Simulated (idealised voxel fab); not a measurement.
Module name: voxel local oxidation (process module)
It is cross-section cut that appears here, measuring 165 nm in width, its square cells being 5 nm in size.
Cross-section format: a grid of square cells, given as bands from top to bottom; each band is one or more rows of cells. Heights first: top, then bottom, in nm. Then materials, left to right, each with a width in nm. "edge to edge" on a single material: fills the band edge to edge. "blank": empty space. Basically, 0 is our baseline, since under it the wafer straight out of the box is all one material. The bottom band has no lower end and keeps on going down, so it looks like "top 0, no bottom". The two numbers in a width such as "30 to 40" mark its ends across the band: the first belongs to the top row of cells, the second to the bottom row, and from each row to the next the width moves by the same amount. "no alterations made" means the step left every cell of the cross-section as it was. You'll see "Closed internal voids" listing empty spaces that have no way open to the top, as long as they're 8 cells or more; the notation is width x height at distance, where the distance is from the left edge, and all of it is in nm. Step line, after settings: the simulator's comment on this step. The setting "overlay nm" may be written on the line of a step. When the step uses a mask, the value reports how far to the right of the planned place the mask lay, and a negative value reports that it lay to the left.
**The planned process steps are enumerated hereunder**
1 op RECEIVE | material Si
2 op OXIDIZE | depth nm 5
3 op CONFORMAL_DEP | material SiN | thk nm 15
4 op PATTERN | tone cover | mask id ACTIVE | material resist | width nm 105 | thk nm 15 | overlay nm 0
5 op DIRECTIONAL_ETCH | etch materials SiN | depth nm 15
6 op STRIP | etch materials resist
7 op SELECTIVE_ETCH | etch materials SiO2 | depth nm 5
8 op OXIDIZE | depth nm 15
9 op STRIP | etch materials SiN
**Below: the first of two wafers, run as planned**
**As-received wafer cross-section (after step 1)**
top 0, no bottom | Si edge to edge
Closed internal voids: none
**How the wafer stands in section after step 2**
top 0, bottom -5 | SiO2 edge to edge
All layers under -5 are left as they were.
**How the wafer stands in section after step 3**
top 15, bottom 0 | SiN edge to edge
All layers under 0 are left as they were.
**How the wafer stands in section after step 4**
top 30, bottom 15 | blank (30); resist (105); blank (30)
All layers under 15 are left as they were.
**How the wafer stands in section after step 5**
top 30, bottom 15 | blank (30); resist (105); blank (30)
top 15, bottom 0 | blank (30); SiN (105); blank (30)
All layers under 0 are left as they were.
**How the wafer stands in section after step 6**
top 15, bottom 0 | blank (30); SiN (105); blank (30)
All layers under 0 are left as they were.
**How the wafer stands in section after step 7**
top 15, bottom 0 | blank (30); SiN (105); blank (30)
top 0, bottom -5 | blank (35); SiO2 (95); blank (35)
All layers under -5 are left as they were.
**How the wafer stands in section after step 8**
top 15, bottom 0 | blank (30); SiN (105); blank (30)
top 0, bottom -5 | blank (35); SiO2 (95); blank (35)
top -5, bottom -20 | SiO2 (50); Si (65); SiO2 (50)
All layers under -20 are left as they were.
**How the wafer stands in section after step 9**
top 0, bottom -5 | blank (35); SiO2 (95); blank (35)
All layers under -5 are left as they were.
**The second wafer was prepared from the same starting point and under the same plan as the first; its processing contained one mistake, and it remains indistinguishable from the first wafer up to and including step 4**
**X-section, second wafer, when step 5 was due to finish**
top 30, bottom 15 | blank (30); resist (105); blank (30)
top 15, bottom 0 | blank (30); SiN (105); blank (30)
All layers under 0 are left as they were.
**X-section, second wafer, when step 6 was due to finish**
top 15, bottom 0 | blank (30); SiN (105); blank (30)
All layers under 0 are left as they were.
**X-section, second wafer, when step 7 was due to finish**
top 15, bottom 0 | blank (30); SiN (105); blank (30)
top 0, bottom -5 | blank (35); SiO2 (95); blank (35)
All layers under -5 are left as they were.
**X-section, second wafer, when step 8 was due to finish**
top 15, bottom 0 | blank (30); SiN (105); blank (30)
top 0, bottom -5 | blank (35); SiO2 (95); blank (35)
top -5, bottom -20 | SiO2 (50); Si (65); SiO2 (50)
All layers under -20 are left as they were.
**X-section, second wafer, when step 9 was due to finish**
top 0, bottom -5 | blank (35); SiO2 (95); blank (35)
All layers under -5 are left as they were.
Nonconformance to the process plan: step 5 of the plan was executed twice over
Upon completion, the cross-sectional profiles of the two wafers are identical; consequently, the error exerts no influence on the quantities computed by this model.
